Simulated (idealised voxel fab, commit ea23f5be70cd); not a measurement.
The following is a process module called voxel released beams.
Cross-sectional view cut (width: 230 nm; square cell size: 5 nm).
Bands, listed from the top down, are how a cross-section gets written in this document; the cross-section itself is a grid of square cells, and a band is one or more rows of them.
In this notation a band is specified by the heights of its top and bottom, in that order and in nm, after which its materials appear from left to right, each paired with its width in nm. The word "all across" attached to a single material means that material fills the band from edge to edge; the word "air" stands for empty space.
Counting heights begins at 0, where everything beneath is, in the wafer as received, one material. The lowest band has no bottom; it goes on downwards, as "0..down" shows.
A width such as "30->40" changes by the same amount from each row of cells to the next, from the band's top row to its bottom row.
No cell of the cross-section changed in a step that is given as "everything unchanged".
The entry titled "Completely sealed voids" provides the empty spaces that have no open way to the top, restricted to those of 8 cells or more. Each is presented as width x height at distance, the distance being measured from the left edge, with all three in nm.
Text after the settings on a step's line: the simulator's own remark on that step.
On any step carrying a mask, the "overlay nm" setting, if present on the step's line, tells how far right of its planned place the mask lay; negative values point to the left.

Below is the list of planned process steps:
1. RECEIVE (material Si)
2. CONFORMAL_DEP (material SiN; thk nm 5)
3. DIRECTIONAL_DEP (material SiO2; thk nm 20)
4. DIRECTIONAL_DEP (material aC; thk nm 10)
5. PATTERN (tone open; mask id ANCHOR; material resist; width nm 25; thk nm 30; overlay nm 0)
6. DIRECTIONAL_ETCH (etch materials aC; depth nm 10)
7. STRIP (etch materials resist)
8. DIRECTIONAL_ETCH (etch materials SiO2; depth nm 20)
9. STRIP (etch materials aC)
10. CONFORMAL_DEP (material polySi; thk nm 10)
11. DIRECTIONAL_DEP (material aC; thk nm 15)
12. PATTERN (tone cover; mask id BEAM; material resist; width nm 110; thk nm 30; overlay nm 0)
13. DIRECTIONAL_ETCH (etch materials aC; depth nm 15)
14. STRIP (etch materials resist)
15. DIRECTIONAL_ETCH (etch materials polySi; depth nm 10)
16. STRIP (etch materials aC)
17. STRIP (etch materials SiO2)

Of two wafers, the first: run according to plan:

So this is the incoming wafer in cross-section - it's already been through step 1:
> 0..down: Si all across
> Completely sealed voids: none

Once step 2 is through, the wafer looks like this in cross-section:
> 5..0: SiN all across
> Below 0, no change.

Once step 3 is through, the wafer looks like this in cross-section:
> 25..5: SiO2 all across
> Below 5, no change.

Once step 4 is through, the wafer looks like this in cross-section:
> 35..25: aC all across
> Below 25, no change.

Once step 5 is through, the wafer looks like this in cross-section:
> 65..35: 60 of resist / 25 of air / 145 of resist
> Below 35, no change.

Once step 6 is through, the wafer looks like this in cross-section:
> 55..35: 60 of resist / 25 of air / 145 of resist
> 35..25: 60 of aC / 25 of air / 145 of aC
> Below 25, no change.

Once step 7 is through, the wafer looks like this in cross-section:
> 35..25: 60 of aC / 25 of air / 145 of aC
> Below 25, no change.

Once step 8 is through, the wafer looks like this in cross-section:
> 35..25: 60 of aC / 25 of air / 145 of aC
> 25..5: 60 of SiO2 / 25 of air / 145 of SiO2
> Below 5, no change.

Once step 9 is through, the wafer looks like this in cross-section:
> 25..5: 60 of SiO2 / 25 of air / 145 of SiO2
> Below 5, no change.

Once step 10 is through, the wafer looks like this in cross-section:
> 35..25: 70 of polySi / 5 of air / 155 of polySi
> 25..15: 60 of SiO2 / 10 of polySi / 5 of air / 10 of polySi / 145 of SiO2
> 15..5: 60 of SiO2 / 25 of polySi / 145 of SiO2
> Below 5, no change.

Once step 11 is through, the wafer looks like this in cross-section:
> 50..35: 70 of aC / 5 of air / 155 of aC
> 35..30: 70 of polySi / 5 of air / 155 of polySi
> 30..25: 70 of polySi / 5 of aC / 155 of polySi
> 25..15: 60 of SiO2 / 10 of polySi / 5 of aC / 10 of polySi / 145 of SiO2
> Below 15, no change.

Once step 12 is through, the wafer looks like this in cross-section:
> 80..50: 55 of air / 110 of resist / 65 of air
> 50..35: 70 of aC / 5 of resist / 155 of aC
> 35..30: 70 of polySi / 5 of resist / 155 of polySi
> Below 30, no change.

Once step 13 is through, the wafer looks like this in cross-section:
> 65..50: 55 of air / 110 of resist / 65 of air
> 50..35: 55 of air / 15 of aC / 5 of resist / 90 of aC / 65 of air
> Below 35, no change.

Once step 14 is through, the wafer looks like this in cross-section:
> 50..35: 55 of air / 15 of aC / 5 of air / 90 of aC / 65 of air
> 35..30: 70 of polySi / 5 of air / 155 of polySi
> Below 30, no change.

Once step 15 is through, the wafer looks like this in cross-section:
> 50..35: 55 of air / 15 of aC / 5 of air / 90 of aC / 65 of air
> 35..30: 55 of air / 15 of polySi / 5 of air / 90 of polySi / 65 of air
> 30..25: 55 of air / 15 of polySi / 5 of aC / 90 of polySi / 65 of air
> Below 25, no change.

Once step 16 is through, the wafer looks like this in cross-section:
> 35..25: 55 of air / 15 of polySi / 5 of air / 90 of polySi / 65 of air
> 25..15: 60 of SiO2 / 10 of polySi / 5 of air / 10 of polySi / 145 of SiO2
> Below 15, no change.

Once step 17 is through, the wafer looks like this in cross-section:
> 35..25: 55 of air / 15 of polySi / 5 of air / 90 of polySi / 65 of air
> 25..15: 60 of air / 10 of polySi / 5 of air / 10 of polySi / 145 of air
> 15..5: 60 of air / 25 of polySi / 145 of air
> Below 5, no change.

Companion wafer, the second of two: same beginning, same intended sequence, one mistake in carrying it out; through step 4 inclusive it tracks the first exactly:

Second wafer, cut view, end of step 5 per plan:
> 65..35: 60 of resist / 30 of air / 140 of resist
> Below 35, no change.

Second wafer, cut view, end of step 6 per plan:
> 55..35: 60 of resist / 30 of air / 140 of resist
> 35..25: 60 of aC / 30 of air / 140 of aC
> Below 25, no change.

Second wafer, cut view, end of step 7 per plan:
> 35..25: 60 of aC / 30 of air / 140 of aC
> Below 25, no change.

Second wafer, cut view, end of step 8 per plan:
> 35..25: 60 of aC / 30 of air / 140 of aC
> 25..5: 60 of SiO2 / 30 of air / 140 of SiO2
> Below 5, no change.

Second wafer, cut view, end of step 9 per plan:
> 25..5: 60 of SiO2 / 30 of air / 140 of SiO2
> Below 5, no change.

Second wafer, cut view, end of step 10 per plan:
> 35..25: 70 of polySi / 10 of air / 150 of polySi
> 25..15: 60 of SiO2 / 10 of polySi / 10 of air / 10 of polySi / 140 of SiO2
> 15..5: 60 of SiO2 / 30 of polySi / 140 of SiO2
> Below 5, no change.

Second wafer, cut view, end of step 11 per plan:
> 50..35: 70 of aC / 10 of air / 150 of aC
> 35..30: 70 of polySi / 10 of air / 150 of polySi
> 30..25: 70 of polySi / 10 of aC / 150 of polySi
> 25..15: 60 of SiO2 / 10 of polySi / 10 of aC / 10 of polySi / 140 of SiO2
> Below 15, no change.

Second wafer, cut view, end of step 12 per plan:
> 80..50: 55 of air / 110 of resist / 65 of air
> 50..35: 70 of aC / 10 of resist / 150 of aC
> 35..30: 70 of polySi / 10 of resist / 150 of polySi
> Below 30, no change.

Second wafer, cut view, end of step 13 per plan:
> 65..50: 55 of air / 110 of resist / 65 of air
> 50..35: 55 of air / 15 of aC / 10 of resist / 85 of aC / 65 of air
> Below 35, no change.

Second wafer, cut view, end of step 14 per plan:
> 50..35: 55 of air / 15 of aC / 10 of air / 85 of aC / 65 of air
> 35..30: 70 of polySi / 10 of air / 150 of polySi
> Below 30, no change.

Second wafer, cut view, end of step 15 per plan:
> 50..35: 55 of air / 15 of aC / 10 of air / 85 of aC / 65 of air
> 35..30: 55 of air / 15 of polySi / 10 of air / 85 of polySi / 65 of air
> 30..25: 55 of air / 15 of polySi / 10 of aC / 85 of polySi / 65 of air
> Below 25, no change.

Second wafer, cut view, end of step 16 per plan:
> 35..25: 55 of air / 15 of polySi / 10 of air / 85 of polySi / 65 of air
> 25..15: 60 of SiO2 / 10 of polySi / 10 of air / 10 of polySi / 140 of SiO2
> Below 15, no change.

Second wafer, cut view, end of step 17 per plan:
> 35..25: 55 of air / 15 of polySi / 10 of air / 85 of polySi / 65 of air
> 25..15: 60 of air / 10 of polySi / 10 of air / 10 of polySi / 140 of air
> 15..5: 60 of air / 30 of polySi / 140 of air
> Below 5, no change.
Misprocessing identified: step 5 ran differently from the plan; actual operation with settings: PATTERN (tone open; mask id ANCHOR; material resist; width nm 30; thk nm 30; overlay nm 0)
The two final wafers agree on how many cells each material fills and disagree on which cells those are.
